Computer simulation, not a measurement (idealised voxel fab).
Module name: voxel gate over fins (process module)
Section cut is 245 nm wide and gridded with 5 nm square cells.
Each cross-section below is a grid of square cells, stated as bands in top-down order, with one or more rows of cells making up each band. For a band, the entry starts with two heights in nm, that of the top and then that of the bottom, and carries on with the band's materials in order from left to right, each alongside its width in nm; the word "everywhere" beside a single material means it fills the band edge to edge, and "blank" means empty space. Counting heights begins at 0, where everything beneath is, in the wafer as received, one material. The lowest band has no bottom; it goes on downwards, as "z 0 and below" shows. Read "30->40" as a graded width: first number on top, second number at the bottom, same change between each pair of neighbouring rows. Step note "identical to before" = no cross-section cell changed. Each empty space that has no open way to the top and spans at least 8 cells appears under "Enclosed void inventory" as width x height at distance, the distance counted from the left edge, all in nm. Post-settings text on a step line: simulator's own remark regarding the step. "overlay nm", when on a step's line for a step with a mask, measures how far to the right of its planned place the mask lay; a negative measure means to the left.

These are the steps we planned for the process:
1: op RECEIVE | material Si
2: op CONFORMAL_DEP | material SiN | thk nm 5
3: op PATTERN | tone cover | mask id FINS | material resist | width nm 15 | pitch nm 35 | thk nm 20 | overlay nm 0
4: op DIRECTIONAL_ETCH | etch materials SiN | depth nm 5
5: op DIRECTIONAL_ETCH | etch materials Si | depth nm 30
6: op STRIP | etch materials resist
7: op FILL_DEP | material SiO2 | thk nm 10
8: op CMP | height nm 5
9: op SELECTIVE_ETCH | etch materials SiO2 | depth nm 20
10: op STRIP | etch materials SiN
11: op CONFORMAL_DEP | material HfO2 | thk nm 5
12: op CONFORMAL_DEP | material TiN | thk nm 5
13: op CONFORMAL_DEP | material TiAl | thk nm 5
14: op CONFORMAL_DEP | material TiN | thk nm 5
15: op FILL_DEP | material W | thk nm 15
16: op CMP | height nm 30
17: op CONFORMAL_DEP | material SiCN | thk nm 5

Cross-section, incoming material, after step 1:
- z 0 and below  Si everywhere
- Enclosed void inventory: none

The plan above was carried out on the starting structure above with one mistake, and this cross-section shows the wafer at the end of the module:
- z 35 to 30  SiCN everywhere
- z 30 to 20  W everywhere
- z 20 to 15  65 of W, then 90 of TiN, then 90 of W
- z 15 to 10  65 of W, then 5 of TiN, then 80 of TiAl, then 5 of TiN, then 90 of W
- z 10 to 5  65 of W, then 5 of TiN, then 5 of TiAl, then 70 of TiN, then 5 of TiAl, then 5 of TiN, then 90 of W
- z 5 to 0  70 of TiN, then 5 of TiAl, then 5 of TiN, then 25 of HfO2, then 10 of TiN, then 25 of HfO2, then 5 of TiN, then 5 of TiAl, then 95 of TiN
- z 0 to -5  75 of TiAl, then 5 of TiN, then 5 of HfO2, then 15 of Si, then 5 of HfO2, then 10 of TiN, then 5 of HfO2, then 15 of Si, then 5 of HfO2, then 5 of TiN, then 100 of TiAl
- z -5 to -10  80 of TiN, then 5 of HfO2, then 15 of Si, then 5 of HfO2, then 10 of TiN, then 5 of HfO2, then 15 of Si, then 5 of HfO2, then 105 of TiN
- z -10 to -15  85 of HfO2, then 15 of Si, then 20 of HfO2, then 15 of Si, then 110 of HfO2
- z -15 to -30  85 of SiO2, then 15 of Si, then 20 of SiO2, then 15 of Si, then 110 of SiO2
- z -30 and below  Si everywhere
- Enclosed void inventory: none
Heads up, the wafer didn't run the way we planned it: for step 3, the planned setting was not used; the step was instead run as op PATTERN | tone cover | mask id FINS | material resist | width nm 15 | pitch nm 35 | thk nm 20 | overlay nm -10
